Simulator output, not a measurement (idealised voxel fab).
process module | voxel capacitor over wiring
cross-section cut | 190 nm wide | cells 5 nm
A cross-section is a grid of square cells, given in bands from the top down. A band is one or more rows of cells.
Each band's line starts with the height of the band's top and of its bottom, in nm. Then come its materials from left to right, each with its width in nm. One material with "throughout" fills the band from edge to edge. "air" is empty space.
Height 0 is the level under which the wafer as received is all one material. The lowest band goes on downwards, as in "0 down".
A width such as "30 to 40" changes by the same amount from each row of cells to the next, from the band's top row to its bottom row.
"no change" after a step means that no cell of the cross-section changed.
closed voids: empty space of 8 cells or more with no open way to the top, each as width x height at its distance from the left edge, in nm
after a step's settings: what the simulator itself notes on the step
overlay nm, on a step with a mask: how far to the right of its planned place the mask lay; to the left if negative
plan
1 op RECEIVE | material Si
2 op CONFORMAL_DEP | material SiO2 | thk nm 10
3 op DIRECTIONAL_DEP | material TiN | thk nm 5
4 op DIRECTIONAL_DEP | material Ru | thk nm 25
5 op PATTERN | tone cover | mask id METAL_1 | material resist | width nm 20 | pitch nm 75 | thk nm 15 | overlay nm 0
6 op DIRECTIONAL_ETCH | etch materials Ru | depth nm 25
7 op DIRECTIONAL_ETCH | etch materials TiN | depth nm 5
8 op STRIP | etch materials resist
9 op FILL_DEP | material SiO2 | thk nm 10
10 op CMP | height nm 40
11 op CONFORMAL_DEP | material SiCN | thk nm 5
12 op DIRECTIONAL_DEP | material SiO2 | thk nm 10
13 op PATTERN | tone open | mask id PLUG_1 | material resist | width nm 15 | thk nm 20 | overlay nm 0
14 op DIRECTIONAL_ETCH | etch materials SiO2 | depth nm 10
15 op DIRECTIONAL_ETCH | etch materials SiCN | depth nm 5
16 op STRIP | etch materials resist
17 op EPI | material Ru | thk nm 10
18 op EPI | material Ru | thk nm 5
19 op DIRECTIONAL_DEP | material TiN | thk nm 10
20 op DIRECTIONAL_DEP | material HfO2 | thk nm 5
21 op DIRECTIONAL_DEP | material TiN | thk nm 10
22 op PATTERN | tone cover | mask id UPPER_PLATE | material resist | width nm 60 | thk nm 20 | overlay nm 0
23 op DIRECTIONAL_ETCH | etch materials TiN | depth nm 10
24 op DIRECTIONAL_ETCH | etch materials HfO2 | depth nm 5
25 op STRIP | etch materials resist
26 op DIRECTIONAL_DEP | material aC | thk nm 10
27 op PATTERN | tone cover | mask id LOWER_PLATE | material resist | width nm 70 | thk nm 30 | overlay nm 0
28 op DIRECTIONAL_ETCH | etch materials aC | depth nm 10
29 op STRIP | etch materials resist
30 op DIRECTIONAL_ETCH | etch materials TiN | depth nm 10
31 op STRIP | etch materials aC
32 op FILL_DEP | material SiO2 | thk nm 15
33 op CMP | height nm 90
34 op MASKED_ETCH | tone open | mask id PLUG_2 | width nm 15 | etch materials SiO2 | depth nm 10 | overlay nm 0
35 op CONFORMAL_DEP | material TiN | thk nm 5
36 op FILL_DEP | material W | thk nm 5
37 op CMP | height nm 90
38 op CONFORMAL_DEP | material SiCN | thk nm 5
as received, after step 1
  0 down: Si throughout
  closed voids: none
a wafer at the end: this start, this plan, one mistake
  95 to 90: SiCN throughout
  90 to 85: SiO2 60 | TiN 5 | W 5 | TiN 5 | SiO2 115
  85 to 80: SiO2 60 | TiN 15 | SiO2 115
  80 to 70: SiO2 50 | TiN 60 | SiO2 80
  70 to 65: SiO2 50 | HfO2 60 | SiO2 80
  65 to 55: SiO2 45 | TiN 75 | SiO2 70
  55 to 45: SiO2 50 | Ru 15 | SiO2 125
  45 to 40: SiCN 50 | Ru 15 | SiCN 125
  40 to 15: SiO2 45 | Ru 20 | SiO2 55 | Ru 20 | SiO2 50
  15 to 10: SiO2 45 | TiN 20 | SiO2 55 | TiN 20 | SiO2 50
  10 to 0: SiO2 throughout
  0 down: Si throughout
  closed voids: none
what went wrong: step 27 ran as: op PATTERN | tone cover | mask id LOWER_PLATE | material resist | width nm 75 | thk nm 30 | overlay nm 0
